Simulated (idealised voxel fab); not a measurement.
You're looking at the process module voxel wiring stack.
Section shown: cut. Width: 205 nm. Cell size: 5 nm, square.
Think of the cross-section as a grid of square cells. We describe it in bands, top to bottom, and each band covers one or more rows of those cells.
Band: top height; bottom height; in nm. Then, left to right: material with width in nm, for each material. "all across": a single material spanning edge to edge. "blank": empty space.
Height reference: 0 = level under which incoming wafer is all one material. Lowest band: no bottom, runs on downward, e.g. "0 down".
Top row gets the first number, bottom row gets the second, and each row in between changes by the same step: that is how a band width like "30->40" works.
What does "stayed the same" mean for a step? It means no cell of the cross-section changed in that step.
"Enclosed void catalog" contains a list of empty spaces, each no smaller than 8 cells and without an open way to the top, written in the form width x height at distance with the distance from the left edge and all three in nm.
On each step's line, the part that comes after the settings is the simulator's own comment on the step.
The optional step-line setting "overlay nm" applies to steps with a mask and quantifies how far to the right of its planned location the mask lay, a negative value indicating leftward placement.
**Intended process steps**
- 1: RECEIVE,material Si
- 2: CONFORMAL_DEP,material SiO2,thk nm 10
- 3: CONFORMAL_DEP,material SiCN,thk nm 5
- 4: DIRECTIONAL_DEP,material SiO2,thk nm 25
- 5: PATTERN,tone open,mask id METAL_1,material resist,width nm 25,pitch nm 40,thk nm 15,overlay nm 0
- 6: DIRECTIONAL_ETCH,etch materials SiO2,depth nm 25
- 7: DIRECTIONAL_ETCH,etch materials SiCN,depth nm 5
- 8: STRIP,etch materials resist
- 9: CONFORMAL_DEP,material TiN,thk nm 5
- 10: FILL_DEP,material Cu,thk nm 5
- 11: CMP,height nm 40
- 12: EPI,material Ru,thk nm 5
- 13: FILL_DEP,material SiCN,thk nm 5
- 14: DIRECTIONAL_DEP,material SiO2,thk nm 10
- 15: MASKED_ETCH,tone open,mask id PLUG_1,width nm 15,pitch nm 40,etch materials SiO2,depth nm 10,overlay nm 0
- 16: MASKED_ETCH,tone open,mask id PLUG_1,width nm 15,pitch nm 40,etch materials SiCN,depth nm 5,overlay nm 0
- 17: EPI,material Ru,thk nm 10
- 18: EPI,material Ru,thk nm 5
- 19: CONFORMAL_DEP,material SiN,thk nm 5
- 20: DIRECTIONAL_DEP,material SiO2,thk nm 25
- 21: MASKED_ETCH,tone open,mask id METAL_2,width nm 25,pitch nm 40,etch materials SiO2,depth nm 25,overlay nm 0
- 22: MASKED_ETCH,tone open,mask id METAL_2,width nm 25,pitch nm 40,etch materials SiN,depth nm 5,overlay nm 0
- 23: CONFORMAL_DEP,material TiN,thk nm 5
- 24: FILL_DEP,material Cu,thk nm 5
- 25: CMP,height nm 90
- 26: CONFORMAL_DEP,material SiCN,thk nm 5
- 27: DIRECTIONAL_DEP,material lowk,thk nm 15
- 28: MASKED_ETCH,tone open,mask id PLUG_2,width nm 15,pitch nm 40,etch materials lowk,depth nm 15,overlay nm 0
- 29: MASKED_ETCH,tone open,mask id PLUG_2,width nm 15,pitch nm 40,etch materials SiCN,depth nm 5,overlay nm 0
- 30: EPI,material Ru,thk nm 10
- 31: EPI,material Ru,thk nm 10
- 32: CONFORMAL_DEP,material SiCN,thk nm 5
- 33: DIRECTIONAL_DEP,material lowk,thk nm 20
- 34: DIRECTIONAL_DEP,material aC,thk nm 15
- 35: PATTERN,tone open,mask id METAL_3,material resist,width nm 25,pitch nm 40,thk nm 35,overlay nm 0
- 36: DIRECTIONAL_ETCH,etch materials aC,depth nm 15
- 37: STRIP,etch materials resist
- 38: DIRECTIONAL_ETCH,etch materials lowk,depth nm 20
- 39: DIRECTIONAL_ETCH,etch materials SiCN,depth nm 5
- 40: STRIP,etch materials aC
- 41: CONFORMAL_DEP,material TiN,thk nm 5
- 42: FILL_DEP,material Cu,thk nm 10
- 43: CMP,height nm 135
- 44: CONFORMAL_DEP,material SiN,thk nm 5
**Cross-section of the wafer upon arrival, representing the state reached after step 1**
    0 down: Si all across
    Enclosed void catalog: none
**End-of-module cross-section. Starting structure and process plan as above; one mistake made in running it**
    140 to 135: SiN all across
    135 to 115: lowk (30) / TiN (5) / Cu (15) / TiN (5) / lowk (15) / TiN (5) / Cu (15) / TiN (5) / lowk (15) / TiN (5) / Cu (15) / TiN (5) / lowk (15) / TiN (5) / Cu (15) / TiN (5) / lowk (30)
    115 to 110: SiCN (30) / TiN (25) / SiCN (15) / TiN (25) / SiCN (15) / TiN (25) / SiCN (15) / TiN (25) / SiCN (30)
    110 to 95: lowk (30) / Ru (15) / lowk (25) / Ru (15) / lowk (25) / Ru (15) / lowk (25) / Ru (15) / lowk (40)
    95 to 90: SiCN (30) / Ru (15) / SiCN (25) / Ru (15) / SiCN (25) / Ru (15) / SiCN (25) / Ru (15) / SiCN (40)
    90 to 85: TiN (35) / Cu (15) / TiN (25) / Cu (15) / TiN (25) / Cu (15) / TiN (25) / Cu (15) / TiN (35)
    85 to 60: SiO2 (30) / TiN (5) / Cu (15) / TiN (5) / SiO2 (15) / TiN (5) / Cu (15) / TiN (5) / SiO2 (15) / TiN (5) / Cu (15) / TiN (5) / SiO2 (15) / TiN (5) / Cu (15) / TiN (5) / SiO2 (30)
    60 to 55: SiN (30) / TiN (25) / SiN (15) / TiN (25) / SiN (15) / TiN (25) / SiN (15) / TiN (25) / SiN (30)
    55 to 45: SiO2 (30) / Ru (15) / SiO2 (25) / Ru (15) / SiO2 (25) / Ru (15) / SiO2 (25) / Ru (15) / SiO2 (40)
    45 to 35: SiCN (30->25) / Ru (15->35) / SiCN (25->5) / Ru (15->35) / SiCN (25->5) / Ru (15->35) / SiCN (25->5) / Ru (15->35) / SiCN (40->25)
    35 to 15: SiO2 (30) / TiN (5) / Cu (15) / TiN (5) / SiO2 (15) / TiN (5) / Cu (15) / TiN (5) / SiO2 (15) / TiN (5) / Cu (15) / TiN (5) / SiO2 (15) / TiN (5) / Cu (15) / TiN (5) / SiO2 (30)
    15 to 10: SiCN (30) / TiN (25) / SiCN (15) / TiN (25) / SiCN (15) / TiN (25) / SiCN (15) / TiN (25) / SiCN (30)
    10 to 0: SiO2 all across
    0 down: Si all across
    Enclosed void catalog: none
What broke from the plan during processing? step 11, actual vs plan mismatch, actual run CMP,height nm 35
